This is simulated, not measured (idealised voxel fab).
Module name: voxel gate over fins (process module)
Xsec cut, 180 nm wide, square cell size 5 nm.
If you're reading a cross-section in this doc, picture square cells in a grid; it comes to you as bands, top ones listed first down to the bottom, and a band can be one or more rows of cells. Heads up on the band format: heights come first, top then bottom, in nm. After that it's the materials left to right, each with its width in nm. A single material flagged "all across" fills the whole band edge to edge, and "blank" means there's empty space there. Ref level 0: as-received wafer is one material below here. Bottom band extends down with no lower bound ("0 and below"). The notation "30 to 40" denotes a width that varies across the rows of cells in the band, beginning at the first number in the top row, finishing at the second number in the bottom row, and changing by an identical amount from each row to the next. Any step labelled "no modifications" changed none of the cells in the cross-section. Empty spaces without an open route to the top, at least 8 cells in extent, make up the entry "Closed cavities"; each is given as width x height at distance, where the distance is measured from the left edge, and all are in nm. Whatever follows a step's settings on its line is a remark the simulator itself makes about that step. When a step includes a mask, the "overlay nm" setting on its line states how far to the right of its planned place that mask lay, and negative values state how far to the left.

### This section lists the process steps that were planned
step 1: RECEIVE with material Si
step 2: CONFORMAL_DEP with material SiN, thk nm 10
step 3: MASKED_ETCH with tone cover, mask id FINS, width nm 15, pitch nm 60, etch materials SiN, depth nm 10, overlay nm 0
step 4: MASKED_ETCH with tone cover, mask id FINS, width nm 15, pitch nm 60, etch materials Si, depth nm 35, overlay nm 0
step 5: FILL_DEP with material SiO2, thk nm 15
step 6: CMP with height nm 10
step 7: MASKED_ETCH with tone open, mask id RAIL, width nm 15, etch materials SiO2, depth nm 40, overlay nm 0
step 8: CONFORMAL_DEP with material TiN, thk nm 5
step 9: FILL_DEP with material W, thk nm 10
step 10: CMP with height nm 10
step 11: SELECTIVE_ETCH with etch materials W Ru TiN, depth nm 25
step 12: FILL_DEP with material SiO2, thk nm 5
step 13: CMP with height nm 10
step 14: SELECTIVE_ETCH with etch materials SiO2, depth nm 20
step 15: STRIP with etch materials SiN
step 16: CONFORMAL_DEP with material HfO2, thk nm 5
step 17: CONFORMAL_DEP with material TiN, thk nm 5
step 18: FILL_DEP with material W, thk nm 10
step 19: CMP with height nm 15
step 20: CONFORMAL_DEP with material SiCN, thk nm 10

### Cross-section of the wafer upon arrival, representing the state reached after step 1
* 0 and below: Si all across
* Closed cavities: none

### Cross-section, end of module. Start: as above. Plan: as above. Execution: one mistake
* 25 down to 15: SiCN all across
* 15 down to 10: W all across
* 10 down to 5: W: 40  TiN: 35  W: 25  TiN: 35  W: 45
* 5 down to 0: W: 40  TiN: 5  HfO2: 25  TiN: 5  W: 25  TiN: 5  HfO2: 25  TiN: 5  W: 45
* 0 down to -5: TiN: 45  HfO2: 5  Si: 15  HfO2: 5  TiN: 35  HfO2: 5  Si: 15  HfO2: 5  TiN: 50
* -5 down to -10: HfO2: 50  Si: 15  HfO2: 45  Si: 15  HfO2: 55
* -10 down to -15: SiO2: 50  Si: 15  SiO2: 45  Si: 15  SiO2: 55
* -15 down to -25: SiO2: 50  Si: 15  SiO2: 20  TiN: 5  W: 5  TiN: 5  SiO2: 10  Si: 15  SiO2: 55
* -25 down to -30: SiO2: 50  Si: 15  SiO2: 20  TiN: 15  SiO2: 10  Si: 15  SiO2: 55
* -30 down to -35: SiO2: 50  Si: 15  SiO2: 45  Si: 15  SiO2: 55
* -35 and below: Si all across
* Closed cavities: none
Error vs. plan: step 7 was run on a setting that differed from the plan, and what really ran there is MASKED_ETCH with tone open, mask id RAIL, width nm 15, etch materials SiO2, depth nm 40, overlay nm 5
